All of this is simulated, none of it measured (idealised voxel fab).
process module | voxel transistor to metal
cross-section cut | 140 nm wide | cells 5 nm
A cross-section is a grid of square cells, given in bands from the top down. A band is one or more rows of cells.
Each band's line starts with the height of the band's top and of its bottom, in nm. Then come its materials from left to right, each with its width in nm. One material with "throughout" fills the band from edge to edge. "air" is empty space.
Height 0 is the level under which the wafer as received is all one material. The lowest band goes on downwards, as in "0 down".
A width such as "30 to 40" changes by the same amount from each row of cells to the next, from the band's top row to its bottom row.
"no change" after a step means that no cell of the cross-section changed.
closed voids: empty space of 8 cells or more with no open way to the top, each as width x height at its distance from the left edge, in nm
after a step's settings: what the simulator itself notes on the step
overlay nm, on a step with a mask: how far to the right of its planned place the mask lay; to the left if negative
plan
1 op RECEIVE | material Si
2 op OXIDIZE | depth nm 5
3 op CONFORMAL_DEP | material SiN | thk nm 10
4 op MASKED_ETCH | tone cover | mask id ACTIVE | width nm 105 | etch materials SiN | depth nm 10 | overlay nm 0
5 op MASKED_ETCH | tone cover | mask id ACTIVE | width nm 105 | etch materials SiO2 | depth nm 5 | overlay nm 0
6 op MASKED_ETCH | tone cover | mask id ACTIVE | width nm 105 | etch materials Si | depth nm 30 | overlay nm 0
7 op OXIDIZE | depth nm 5
8 op FILL_DEP | material SiO2 | thk nm 15
9 op CMP | height nm 10
10 op SELECTIVE_ETCH | etch materials SiO2 | depth nm 5
11 op STRIP | etch materials SiN
12 op SELECTIVE_ETCH | etch materials SiO2 | depth nm 5
13 op OXIDIZE | depth nm 5
14 op DIRECTIONAL_DEP | material polySi | thk nm 20
15 op DIRECTIONAL_DEP | material SiCN | thk nm 15
16 op DIRECTIONAL_DEP | material aC | thk nm 10
17 op PATTERN | tone cover | mask id GATE | material resist | width nm 25 | thk nm 25 | overlay nm 0
18 op DIRECTIONAL_ETCH | etch materials aC | depth nm 10
19 op STRIP | etch materials resist
20 op DIRECTIONAL_ETCH | etch materials SiCN | depth nm 25
21 op DIRECTIONAL_ETCH | etch materials polySi | depth nm 30
22 op STRIP | etch materials aC
23 op CONFORMAL_DEP | material SiN | thk nm 5
24 op DIRECTIONAL_ETCH | etch materials SiN | depth nm 5
25 op DIRECTIONAL_ETCH | etch materials SiO2 | depth nm 5
26 op DIRECTIONAL_ETCH | etch materials Si | depth nm 5
27 op EPI | material pSi | thk nm 10
28 op FILL_DEP | material SiO2 | thk nm 10
29 op CMP | height nm 15
30 op STRIP | etch materials polySi
31 op SELECTIVE_ETCH | etch materials SiO2 | depth nm 5
32 op CONFORMAL_DEP | material HfO2 | thk nm 5
33 op CONFORMAL_DEP | material TiN | thk nm 5
34 op FILL_DEP | material W | thk nm 5
35 op CMP | height nm 10
36 op DIRECTIONAL_DEP | material SiO2 | thk nm 10
37 op PATTERN | tone open | mask id CONTACT | material resist | width nm 15 | pitch nm 80 | thk nm 15 | overlay nm 0
38 op DIRECTIONAL_ETCH | etch materials SiO2 | depth nm 25
39 op STRIP | etch materials resist
40 op CONFORMAL_DEP | material TiN | thk nm 5
41 op FILL_DEP | material Ru | thk nm 10
42 op CMP | height nm 20
43 op CONFORMAL_DEP | material SiCN | thk nm 5
44 op DIRECTIONAL_DEP | material lowk | thk nm 20
45 op DIRECTIONAL_DEP | material aC | thk nm 15
46 op PATTERN | tone open | mask id METAL_1 | material resist | width nm 15 | pitch nm 80 | thk nm 30 | overlay nm 0
47 op DIRECTIONAL_ETCH | etch materials aC | depth nm 15
48 op STRIP | etch materials resist
49 op DIRECTIONAL_ETCH | etch materials lowk | depth nm 20
50 op DIRECTIONAL_ETCH | etch materials SiCN | depth nm 5
51 op STRIP | etch materials aC
52 op CONFORMAL_DEP | material TiN | thk nm 5
53 op FILL_DEP | material Cu | thk nm 5
54 op CMP | height nm 45
55 op CONFORMAL_DEP | material SiCN | thk nm 5
56 op DIRECTIONAL_DEP | material lowk | thk nm 35
57 op PATTERN | tone open | mask id METAL_2 | material resist | width nm 15 | pitch nm 80 | thk nm 15 | overlay nm 0
58 op DIRECTIONAL_ETCH | etch materials lowk | depth nm 20
59 op STRIP | etch materials resist
60 op MASKED_ETCH | tone open | mask id METAL_2_HOLES | width nm 15 | pitch nm 80 | etch materials lowk | depth nm 15 | overlay nm 0
61 op MASKED_ETCH | tone open | mask id METAL_2_HOLES | width nm 15 | pitch nm 80 | etch materials SiCN | depth nm 5 | overlay nm 0
62 op CONFORMAL_DEP | material TiN | thk nm 5
63 op FILL_DEP | material Ru | thk nm 10
64 op CMP | height nm 85
65 op CONFORMAL_DEP | material SiCN | thk nm 5
first wafer, as planned
as received, after step 1
  0 down: Si throughout
  closed voids: none
after step 2
  0 to -5: SiO2 throughout
  below -5: unchanged
after step 3
  10 to 0: SiN throughout
  below 0: unchanged
after step 4
  10 to 0: air 15 | SiN 105 | air 20
  below 0: unchanged
after step 5
  10 to 0: air 15 | SiN 105 | air 20
  0 to -5: air 15 | SiO2 105 | air 20
  below -5: unchanged
after step 6
  10 to 0: air 15 | SiN 105 | air 20
  0 to -5: air 15 | SiO2 105 | air 20
  -5 to -35: air 15 | Si 105 | air 20
  below -35: unchanged
after step 7
  10 to 0: air 15 | SiN 105 | air 20
  0 to -5: air 15 | SiO2 105 | air 20
  -5 to -35: air 15 | SiO2 5 | Si 95 | SiO2 5 | air 20
  -35 to -40: SiO2 20 | Si 95 | SiO2 25
  below -40: unchanged
after step 8
  25 to 10: SiO2 throughout
  10 to 0: SiO2 15 | SiN 105 | SiO2 20
  0 to -5: SiO2 throughout
  -5 to -40: SiO2 20 | Si 95 | SiO2 25
  below -40: unchanged
after step 9
  10 to 0: SiO2 15 | SiN 105 | SiO2 20
  below 0: unchanged
after step 10
  10 to 5: air 15 | SiN 105 | air 20
  below 5: unchanged
after step 11
  5 to 0: SiO2 15 | air 105 | SiO2 20
  below 0: unchanged
after step 12
  0 to -5: SiO2 10 | air 115 | SiO2 15
  below -5: unchanged
after step 13
  0 to -5: SiO2 10 | air 115 | SiO2 15
  -5 to -10: SiO2 throughout
  below -10: unchanged
after step 14
  20 to 15: polySi 10 | air 115 | polySi 15
  15 to 0: polySi throughout
  0 to -5: SiO2 10 | polySi 115 | SiO2 15
  below -5: unchanged
after step 15
  35 to 30: SiCN 10 | air 115 | SiCN 15
  30 to 20: SiCN throughout
  20 to 15: polySi 10 | SiCN 115 | polySi 15
  below 15: unchanged
after step 16
  45 to 40: aC 10 | air 115 | aC 15
  40 to 35: aC throughout
  35 to 30: SiCN 10 | aC 115 | SiCN 15
  below 30: unchanged
after step 17
  70 to 45: air 55 | resist 25 | air 60
  45 to 40: aC 10 | air 45 | resist 25 | air 45 | aC 15
  below 40: unchanged
after step 18
  60 to 40: air 55 | resist 25 | air 60
  40 to 35: air 55 | aC 25 | air 60
  35 to 30: SiCN 10 | air 45 | aC 25 | air 45 | SiCN 15
  below 30: unchanged
after step 19
  40 to 35: air 55 | aC 25 | air 60
  below 35: unchanged
after step 20
  40 to 30: air 55 | aC 25 | air 60
  30 to 20: air 55 | SiCN 25 | air 60
  20 to 15: polySi 10 | air 45 | SiCN 25 | air 45 | polySi 15
  below 15: unchanged
after step 21
  40 to 30: air 55 | aC 25 | air 60
  30 to 15: air 55 | SiCN 25 | air 60
  15 to 0: air 55 | polySi 25 | air 60
  0 to -5: SiO2 10 | air 45 | polySi 25 | air 45 | SiO2 15
  below -5: unchanged
after step 22
  30 to 15: air 55 | SiCN 25 | air 60
  below 15: unchanged
after step 23
  35 to 30: air 50 | SiN 35 | air 55
  30 to 15: air 50 | SiN 5 | SiCN 25 | SiN 5 | air 55
  15 to 5: air 50 | SiN 5 | polySi 25 | SiN 5 | air 55
  5 to 0: SiN 15 | air 35 | SiN 5 | polySi 25 | SiN 5 | air 35 | SiN 20
  0 to -5: SiO2 10 | SiN 45 | polySi 25 | SiN 45 | SiO2 15
  below -5: unchanged
after step 24
  30 to 15: air 50 | SiN 5 | SiCN 25 | SiN 5 | air 55
  15 to 0: air 50 | SiN 5 | polySi 25 | SiN 5 | air 55
  0 to -5: SiO2 10 | SiN 5 | air 35 | SiN 5 | polySi 25 | SiN 5 | air 35 | SiN 5 | SiO2 15
  below -5: unchanged
after step 25
  30 to 15: air 50 | SiN 5 | SiCN 25 | SiN 5 | air 55
  15 to 0: air 50 | SiN 5 | polySi 25 | SiN 5 | air 55
  0 to -5: air 10 | SiN 5 | air 35 | SiN 5 | polySi 25 | SiN 5 | air 35 | SiN 5 | air 15
  -5 to -10: SiO2 15 | air 35 | SiO2 35 | air 35 | SiO2 20
  below -10: unchanged
after step 26
  30 to 15: air 50 | SiN 5 | SiCN 25 | SiN 5 | air 55
  15 to 0: air 50 | SiN 5 | polySi 25 | SiN 5 | air 55
  0 to -5: air 10 | SiN 5 | air 35 | SiN 5 | polySi 25 | SiN 5 | air 35 | SiN 5 | air 15
  -5 to -10: SiO2 15 | air 35 | SiO2 35 | air 35 | SiO2 20
  -10 to -15: SiO2 20 | air 30 | Si 35 | air 30 | SiO2 25
  below -15: unchanged
after step 27
  30 to 15: air 50 | SiN 5 | SiCN 25 | SiN 5 | air 55
  15 to 0: air 50 | SiN 5 | polySi 25 | SiN 5 | air 55
  0 to -5: air 10 | SiN 5 | air 25 | pSi 10 | SiN 5 | polySi 25 | SiN 5 | pSi 10 | air 25 | SiN 5 | air 15
  -5 to -10: SiO2 15 | pSi 35 | SiO2 35 | pSi 35 | SiO2 20
  -10 to -15: SiO2 20 | pSi 30 | Si 35 | pSi 30 | SiO2 25
  below -15: unchanged
after step 28
  40 to 30: SiO2 throughout
  30 to 15: SiO2 50 | SiN 5 | SiCN 25 | SiN 5 | SiO2 55
  15 to 0: SiO2 50 | SiN 5 | polySi 25 | SiN 5 | SiO2 55
  0 to -5: SiO2 10 | SiN 5 | SiO2 25 | pSi 10 | SiN 5 | polySi 25 | SiN 5 | pSi 10 | SiO2 25 | SiN 5 | SiO2 15
  below -5: unchanged
after step 29
  15 to 0: SiO2 50 | SiN 5 | polySi 25 | SiN 5 | SiO2 55
  below 0: unchanged
after step 30
  15 to 0: SiO2 50 | SiN 5 | air 25 | SiN 5 | SiO2 55
  0 to -5: SiO2 10 | SiN 5 | SiO2 25 | pSi 10 | SiN 5 | air 25 | SiN 5 | pSi 10 | SiO2 25 | SiN 5 | SiO2 15
  below -5: unchanged
after step 31
  15 to 10: air 50 | SiN 5 | air 25 | SiN 5 | air 55
  10 to 0: SiO2 50 | SiN 5 | air 25 | SiN 5 | SiO2 55
  0 to -5: SiO2 10 | SiN 5 | SiO2 25 | pSi 10 | SiN 5 | air 25 | SiN 5 | pSi 10 | SiO2 25 | SiN 5 | SiO2 15
  -5 to -10: SiO2 15 | pSi 35 | air 35 | pSi 35 | SiO2 20
  below -10: unchanged
after step 32
  20 to 15: air 45 | HfO2 15 | air 15 | HfO2 15 | air 50
  15 to 10: HfO2 50 | SiN 5 | HfO2 5 | air 15 | HfO2 5 | SiN 5 | HfO2 55
  10 to 0: SiO2 50 | SiN 5 | HfO2 5 | air 15 | HfO2 5 | SiN 5 | SiO2 55
  0 to -5: SiO2 10 | SiN 5 | SiO2 25 | pSi 10 | SiN 5 | HfO2 5 | air 15 | HfO2 5 | SiN 5 | pSi 10 | SiO2 25 | SiN 5 | SiO2 15
  -5 to -10: SiO2 15 | pSi 35 | HfO2 35 | pSi 35 | SiO2 20
  below -10: unchanged
after step 33
  25 to 20: air 40 | TiN 25 | air 5 | TiN 25 | air 45
  20 to 15: TiN 45 | HfO2 15 | TiN 5 | air 5 | TiN 5 | HfO2 15 | TiN 50
  15 to 10: HfO2 50 | SiN 5 | HfO2 5 | TiN 5 | air 5 | TiN 5 | HfO2 5 | SiN 5 | HfO2 55
  10 to 0: SiO2 50 | SiN 5 | HfO2 5 | TiN 5 | air 5 | TiN 5 | HfO2 5 | SiN 5 | SiO2 55
  0 to -5: SiO2 10 | SiN 5 | SiO2 25 | pSi 10 | SiN 5 | HfO2 5 | TiN 15 | HfO2 5 | SiN 5 | pSi 10 | SiO2 25 | SiN 5 | SiO2 15
  below -5: unchanged
after step 34
  30 to 25: W throughout
  25 to 20: W 40 | TiN 25 | W 5 | TiN 25 | W 45
  20 to 15: TiN 45 | HfO2 15 | TiN 5 | W 5 | TiN 5 | HfO2 15 | TiN 50
  15 to 10: HfO2 50 | SiN 5 | HfO2 5 | TiN 5 | W 5 | TiN 5 | HfO2 5 | SiN 5 | HfO2 55
  10 to 0: SiO2 50 | SiN 5 | HfO2 5 | TiN 5 | W 5 | TiN 5 | HfO2 5 | SiN 5 | SiO2 55
  below 0: unchanged
after step 35
  10 to 0: SiO2 50 | SiN 5 | HfO2 5 | TiN 5 | W 5 | TiN 5 | HfO2 5 | SiN 5 | SiO2 55
  below 0: unchanged
after step 36
  20 to 10: SiO2 throughout
  below 10: unchanged
after step 37
  35 to 20: resist 20 | air 15 | resist 65 | air 15 | resist 25
  below 20: unchanged
after step 38
  35 to 20: resist 20 | air 15 | resist 65 | air 15 | resist 25
  20 to 10: SiO2 20 | air 15 | SiO2 65 | air 15 | SiO2 25
  10 to 0: SiO2 20 | air 15 | SiO2 15 | SiN 5 | HfO2 5 | TiN 5 | W 5 | TiN 5 | HfO2 5 | SiN 5 | SiO2 15 | air 15 | SiO2 25
  0 to -5: SiO2 10 | SiN 5 | SiO2 5 | air 15 | SiO2 5 | pSi 10 | SiN 5 | HfO2 5 | TiN 15 | HfO2 5 | SiN 5 | pSi 10 | SiO2 5 | air 15 | SiO2 5 | SiN 5 | SiO2 15
  below -5: unchanged
after step 39
  20 to 10: SiO2 20 | air 15 | SiO2 65 | air 15 | SiO2 25
  below 10: unchanged
after step 40
  25 to 20: TiN 25 | air 5 | TiN 75 | air 5 | TiN 30
  20 to 10: SiO2 20 | TiN 5 | air 5 | TiN 5 | SiO2 65 | TiN 5 | air 5 | TiN 5 | SiO2 25
  10 to 0: SiO2 20 | TiN 5 | air 5 | TiN 5 | SiO2 15 | SiN 5 | HfO2 5 | TiN 5 | W 5 | TiN 5 | HfO2 5 | SiN 5 | SiO2 15 | TiN 5 | air 5 | TiN 5 | SiO2 25
  0 to -5: SiO2 10 | SiN 5 | SiO2 5 | TiN 15 | SiO2 5 | pSi 10 | SiN 5 | HfO2 5 | TiN 15 | HfO2 5 | SiN 5 | pSi 10 | SiO2 5 | TiN 15 | SiO2 5 | SiN 5 | SiO2 15
  below -5: unchanged
after step 41
  35 to 25: Ru throughout
  25 to 20: TiN 25 | Ru 5 | TiN 75 | Ru 5 | TiN 30
  20 to 10: SiO2 20 | TiN 5 | Ru 5 | TiN 5 | SiO2 65 | TiN 5 | Ru 5 | TiN 5 | SiO2 25
  10 to 0: SiO2 20 | TiN 5 | Ru 5 | TiN 5 | SiO2 15 | SiN 5 | HfO2 5 | TiN 5 | W 5 | TiN 5 | HfO2 5 | SiN 5 | SiO2 15 | TiN 5 | Ru 5 | TiN 5 | SiO2 25
  below 0: unchanged
after step 42
  20 to 10: SiO2 20 | TiN 5 | Ru 5 | TiN 5 | SiO2 65 | TiN 5 | Ru 5 | TiN 5 | SiO2 25
  below 10: unchanged
after step 43
  25 to 20: SiCN throughout
  below 20: unchanged
after step 44
  45 to 25: lowk throughout
  below 25: unchanged
after step 45
  60 to 45: aC throughout
  below 45: unchanged
after step 46
  90 to 60: resist 20 | air 15 | resist 65 | air 15 | resist 25
  below 60: unchanged
after step 47
  75 to 60: resist 20 | air 15 | resist 65 | air 15 | resist 25
  60 to 45: aC 20 | air 15 | aC 65 | air 15 | aC 25
  below 45: unchanged
after step 48
  60 to 45: aC 20 | air 15 | aC 65 | air 15 | aC 25
  below 45: unchanged
after step 49
  60 to 45: aC 20 | air 15 | aC 65 | air 15 | aC 25
  45 to 25: lowk 20 | air 15 | lowk 65 | air 15 | lowk 25
  below 25: unchanged
after step 50
  60 to 45: aC 20 | air 15 | aC 65 | air 15 | aC 25
  45 to 25: lowk 20 | air 15 | lowk 65 | air 15 | lowk 25
  25 to 20: SiCN 20 | air 15 | SiCN 65 | air 15 | SiCN 25
  below 20: unchanged
after step 51
  45 to 25: lowk 20 | air 15 | lowk 65 | air 15 | lowk 25
  below 25: unchanged
after step 52
  50 to 45: TiN 25 | air 5 | TiN 75 | air 5 | TiN 30
  45 to 25: lowk 20 | TiN 5 | air 5 | TiN 5 | lowk 65 | TiN 5 | air 5 | TiN 5 | lowk 25
  25 to 20: SiCN 20 | TiN 15 | SiCN 65 | TiN 15 | SiCN 25
  below 20: unchanged
after step 53
  55 to 50: Cu throughout
  50 to 45: TiN 25 | Cu 5 | TiN 75 | Cu 5 | TiN 30
  45 to 25: lowk 20 | TiN 5 | Cu 5 | TiN 5 | lowk 65 | TiN 5 | Cu 5 | TiN 5 | lowk 25
  below 25: unchanged
after step 54
  45 to 25: lowk 20 | TiN 5 | Cu 5 | TiN 5 | lowk 65 | TiN 5 | Cu 5 | TiN 5 | lowk 25
  below 25: unchanged
after step 55
  50 to 45: SiCN throughout
  below 45: unchanged
after step 56
  85 to 50: lowk throughout
  below 50: unchanged
after step 57
  100 to 85: resist 20 | air 15 | resist 65 | air 15 | resist 25
  below 85: unchanged
after step 58
  100 to 85: resist 20 | air 15 | resist 65 | air 15 | resist 25
  85 to 65: lowk 20 | air 15 | lowk 65 | air 15 | lowk 25
  below 65: unchanged
after step 59
  85 to 65: lowk 20 | air 15 | lowk 65 | air 15 | lowk 25
  below 65: unchanged
after step 60
  85 to 50: lowk 20 | air 15 | lowk 65 | air 15 | lowk 25
  below 50: unchanged
after step 61
  85 to 50: lowk 20 | air 15 | lowk 65 | air 15 | lowk 25
  50 to 45: SiCN 20 | air 15 | SiCN 65 | air 15 | SiCN 25
  below 45: unchanged
after step 62
  90 to 85: TiN 25 | air 5 | TiN 75 | air 5 | TiN 30
  85 to 50: lowk 20 | TiN 5 | air 5 | TiN 5 | lowk 65 | TiN 5 | air 5 | TiN 5 | lowk 25
  50 to 45: SiCN 20 | TiN 15 | SiCN 65 | TiN 15 | SiCN 25
  below 45: unchanged
after step 63
  100 to 90: Ru throughout
  90 to 85: TiN 25 | Ru 5 | TiN 75 | Ru 5 | TiN 30
  85 to 50: lowk 20 | TiN 5 | Ru 5 | TiN 5 | lowk 65 | TiN 5 | Ru 5 | TiN 5 | lowk 25
  below 50: unchanged
after step 64
  85 to 50: lowk 20 | TiN 5 | Ru 5 | TiN 5 | lowk 65 | TiN 5 | Ru 5 | TiN 5 | lowk 25
  below 50: unchanged
after step 65
  90 to 85: SiCN throughout
  below 85: unchanged
second wafer: like start, like plan, one mistake. Through step 13 it matches the first wafer
when step 14 should have ended: no change
when step 15 should have ended
  15 to 10: SiCN 10 | air 115 | SiCN 15
  10 to 0: SiCN throughout
  0 to -5: SiO2 10 | SiCN 115 | SiO2 15
  below -5: unchanged
when step 16 should have ended
  25 to 20: aC 10 | air 115 | aC 15
  20 to 15: aC throughout
  15 to 10: SiCN 10 | aC 115 | SiCN 15
  below 10: unchanged
when step 17 should have ended
  50 to 25: air 55 | resist 25 | air 60
  25 to 20: aC 10 | air 45 | resist 25 | air 45 | aC 15
  below 20: unchanged
when step 18 should have ended
  40 to 20: air 55 | resist 25 | air 60
  20 to 15: air 55 | aC 25 | air 60
  15 to 10: SiCN 10 | air 45 | aC 25 | air 45 | SiCN 15
  below 10: unchanged
when step 19 should have ended
  20 to 15: air 55 | aC 25 | air 60
  below 15: unchanged
when step 20 should have ended
  20 to 10: air 55 | aC 25 | air 60
  10 to 0: air 55 | SiCN 25 | air 60
  0 to -5: SiO2 10 | air 45 | SiCN 25 | air 45 | SiO2 15
  below -5: unchanged
when step 21 should have ended: no change
when step 22 should have ended
  10 to 0: air 55 | SiCN 25 | air 60
  below 0: unchanged
when step 23 should have ended
  15 to 10: air 50 | SiN 35 | air 55
  10 to 5: air 50 | SiN 5 | SiCN 25 | SiN 5 | air 55
  5 to 0: SiN 15 | air 35 | SiN 5 | SiCN 25 | SiN 5 | air 35 | SiN 20
  0 to -5: SiO2 10 | SiN 45 | SiCN 25 | SiN 45 | SiO2 15
  below -5: unchanged
when step 24 should have ended
  10 to 0: air 50 | SiN 5 | SiCN 25 | SiN 5 | air 55
  0 to -5: SiO2 10 | SiN 5 | air 35 | SiN 5 | SiCN 25 | SiN 5 | air 35 | SiN 5 | SiO2 15
  below -5: unchanged
when step 25 should have ended
  10 to 0: air 50 | SiN 5 | SiCN 25 | SiN 5 | air 55
  0 to -5: air 10 | SiN 5 | air 35 | SiN 5 | SiCN 25 | SiN 5 | air 35 | SiN 5 | air 15
  -5 to -10: SiO2 15 | air 35 | SiO2 35 | air 35 | SiO2 20
  below -10: unchanged
when step 26 should have ended
  10 to 0: air 50 | SiN 5 | SiCN 25 | SiN 5 | air 55
  0 to -5: air 10 | SiN 5 | air 35 | SiN 5 | SiCN 25 | SiN 5 | air 35 | SiN 5 | air 15
  -5 to -10: SiO2 15 | air 35 | SiO2 35 | air 35 | SiO2 20
  -10 to -15: SiO2 20 | air 30 | Si 35 | air 30 | SiO2 25
  below -15: unchanged
when step 27 should have ended
  10 to 0: air 50 | SiN 5 | SiCN 25 | SiN 5 | air 55
  0 to -5: air 10 | SiN 5 | air 25 | pSi 10 | SiN 5 | SiCN 25 | SiN 5 | pSi 10 | air 25 | SiN 5 | air 15
  -5 to -10: SiO2 15 | pSi 35 | SiO2 35 | pSi 35 | SiO2 20
  -10 to -15: SiO2 20 | pSi 30 | Si 35 | pSi 30 | SiO2 25
  below -15: unchanged
when step 28 should have ended
  20 to 10: SiO2 throughout
  10 to 0: SiO2 50 | SiN 5 | SiCN 25 | SiN 5 | SiO2 55
  0 to -5: SiO2 10 | SiN 5 | SiO2 25 | pSi 10 | SiN 5 | SiCN 25 | SiN 5 | pSi 10 | SiO2 25 | SiN 5 | SiO2 15
  below -5: unchanged
when step 29 should have ended
  15 to 10: SiO2 throughout
  below 10: unchanged
when step 30 should have ended: no change
when step 31 should have ended
  10 to 0: SiO2 50 | SiN 5 | SiCN 25 | SiN 5 | SiO2 55
  below 0: unchanged
when step 32 should have ended
  15 to 10: HfO2 throughout
  below 10: unchanged
when step 33 should have ended
  20 to 15: TiN throughout
  below 15: unchanged
when step 34 should have ended
  25 to 20: W throughout
  below 20: unchanged
when step 35 should have ended
  10 to 0: SiO2 50 | SiN 5 | SiCN 25 | SiN 5 | SiO2 55
  below 0: unchanged
when step 36 should have ended
  20 to 10: SiO2 throughout
  below 10: unchanged
when step 37 should have ended
  35 to 20: resist 20 | air 15 | resist 65 | air 15 | resist 25
  below 20: unchanged
when step 38 should have ended
  35 to 20: resist 20 | air 15 | resist 65 | air 15 | resist 25
  20 to 10: SiO2 20 | air 15 | SiO2 65 | air 15 | SiO2 25
  10 to 0: SiO2 20 | air 15 | SiO2 15 | SiN 5 | SiCN 25 | SiN 5 | SiO2 15 | air 15 | SiO2 25
  0 to -5: SiO2 10 | SiN 5 | SiO2 5 | air 15 | SiO2 5 | pSi 10 | SiN 5 | SiCN 25 | SiN 5 | pSi 10 | SiO2 5 | air 15 | SiO2 5 | SiN 5 | SiO2 15
  below -5: unchanged
when step 39 should have ended
  20 to 10: SiO2 20 | air 15 | SiO2 65 | air 15 | SiO2 25
  below 10: unchanged
when step 40 should have ended
  25 to 20: TiN 25 | air 5 | TiN 75 | air 5 | TiN 30
  20 to 10: SiO2 20 | TiN 5 | air 5 | TiN 5 | SiO2 65 | TiN 5 | air 5 | TiN 5 | SiO2 25
  10 to 0: SiO2 20 | TiN 5 | air 5 | TiN 5 | SiO2 15 | SiN 5 | SiCN 25 | SiN 5 | SiO2 15 | TiN 5 | air 5 | TiN 5 | SiO2 25
  0 to -5: SiO2 10 | SiN 5 | SiO2 5 | TiN 15 | SiO2 5 | pSi 10 | SiN 5 | SiCN 25 | SiN 5 | pSi 10 | SiO2 5 | TiN 15 | SiO2 5 | SiN 5 | SiO2 15
  below -5: unchanged
when step 41 should have ended
  35 to 25: Ru throughout
  25 to 20: TiN 25 | Ru 5 | TiN 75 | Ru 5 | TiN 30
  20 to 10: SiO2 20 | TiN 5 | Ru 5 | TiN 5 | SiO2 65 | TiN 5 | Ru 5 | TiN 5 | SiO2 25
  10 to 0: SiO2 20 | TiN 5 | Ru 5 | TiN 5 | SiO2 15 | SiN 5 | SiCN 25 | SiN 5 | SiO2 15 | TiN 5 | Ru 5 | TiN 5 | SiO2 25
  below 0: unchanged
when step 42 should have ended
  20 to 10: SiO2 20 | TiN 5 | Ru 5 | TiN 5 | SiO2 65 | TiN 5 | Ru 5 | TiN 5 | SiO2 25
  below 10: unchanged
when step 43 should have ended
  25 to 20: SiCN throughout
  below 20: unchanged
when step 44 should have ended
  45 to 25: lowk throughout
  below 25: unchanged
when step 45 should have ended
  60 to 45: aC throughout
  below 45: unchanged
when step 46 should have ended
  90 to 60: resist 20 | air 15 | resist 65 | air 15 | resist 25
  below 60: unchanged
when step 47 should have ended
  75 to 60: resist 20 | air 15 | resist 65 | air 15 | resist 25
  60 to 45: aC 20 | air 15 | aC 65 | air 15 | aC 25
  below 45: unchanged
when step 48 should have ended
  60 to 45: aC 20 | air 15 | aC 65 | air 15 | aC 25
  below 45: unchanged
when step 49 should have ended
  60 to 45: aC 20 | air 15 | aC 65 | air 15 | aC 25
  45 to 25: lowk 20 | air 15 | lowk 65 | air 15 | lowk 25
  below 25: unchanged
when step 50 should have ended
  60 to 45: aC 20 | air 15 | aC 65 | air 15 | aC 25
  45 to 25: lowk 20 | air 15 | lowk 65 | air 15 | lowk 25
  25 to 20: SiCN 20 | air 15 | SiCN 65 | air 15 | SiCN 25
  below 20: unchanged
when step 51 should have ended
  45 to 25: lowk 20 | air 15 | lowk 65 | air 15 | lowk 25
  below 25: unchanged
when step 52 should have ended
  50 to 45: TiN 25 | air 5 | TiN 75 | air 5 | TiN 30
  45 to 25: lowk 20 | TiN 5 | air 5 | TiN 5 | lowk 65 | TiN 5 | air 5 | TiN 5 | lowk 25
  25 to 20: SiCN 20 | TiN 15 | SiCN 65 | TiN 15 | SiCN 25
  below 20: unchanged
when step 53 should have ended
  55 to 50: Cu throughout
  50 to 45: TiN 25 | Cu 5 | TiN 75 | Cu 5 | TiN 30
  45 to 25: lowk 20 | TiN 5 | Cu 5 | TiN 5 | lowk 65 | TiN 5 | Cu 5 | TiN 5 | lowk 25
  below 25: unchanged
when step 54 should have ended
  45 to 25: lowk 20 | TiN 5 | Cu 5 | TiN 5 | lowk 65 | TiN 5 | Cu 5 | TiN 5 | lowk 25
  below 25: unchanged
when step 55 should have ended
  50 to 45: SiCN throughout
  below 45: unchanged
when step 56 should have ended
  85 to 50: lowk throughout
  below 50: unchanged
when step 57 should have ended
  100 to 85: resist 20 | air 15 | resist 65 | air 15 | resist 25
  below 85: unchanged
when step 58 should have ended
  100 to 85: resist 20 | air 15 | resist 65 | air 15 | resist 25
  85 to 65: lowk 20 | air 15 | lowk 65 | air 15 | lowk 25
  below 65: unchanged
when step 59 should have ended
  85 to 65: lowk 20 | air 15 | lowk 65 | air 15 | lowk 25
  below 65: unchanged
when step 60 should have ended
  85 to 50: lowk 20 | air 15 | lowk 65 | air 15 | lowk 25
  below 50: unchanged
when step 61 should have ended
  85 to 50: lowk 20 | air 15 | lowk 65 | air 15 | lowk 25
  50 to 45: SiCN 20 | air 15 | SiCN 65 | air 15 | SiCN 25
  below 45: unchanged
when step 62 should have ended
  90 to 85: TiN 25 | air 5 | TiN 75 | air 5 | TiN 30
  85 to 50: lowk 20 | TiN 5 | air 5 | TiN 5 | lowk 65 | TiN 5 | air 5 | TiN 5 | lowk 25
  50 to 45: SiCN 20 | TiN 15 | SiCN 65 | TiN 15 | SiCN 25
  below 45: unchanged
when step 63 should have ended
  100 to 90: Ru throughout
  90 to 85: TiN 25 | Ru 5 | TiN 75 | Ru 5 | TiN 30
  85 to 50: lowk 20 | TiN 5 | Ru 5 | TiN 5 | lowk 65 | TiN 5 | Ru 5 | TiN 5 | lowk 25
  below 50: unchanged
when step 64 should have ended
  85 to 50: lowk 20 | TiN 5 | Ru 5 | TiN 5 | lowk 65 | TiN 5 | Ru 5 | TiN 5 | lowk 25
  below 50: unchanged
when step 65 should have ended
  90 to 85: SiCN throughout
  below 85: unchanged
what went wrong: step 14 was left out
at the end the second wafer has, in cells: 13 fewer of HfO2 | 15 more of SiCN | 7 more of SiO2 | 7 fewer of TiN | 2 fewer of W
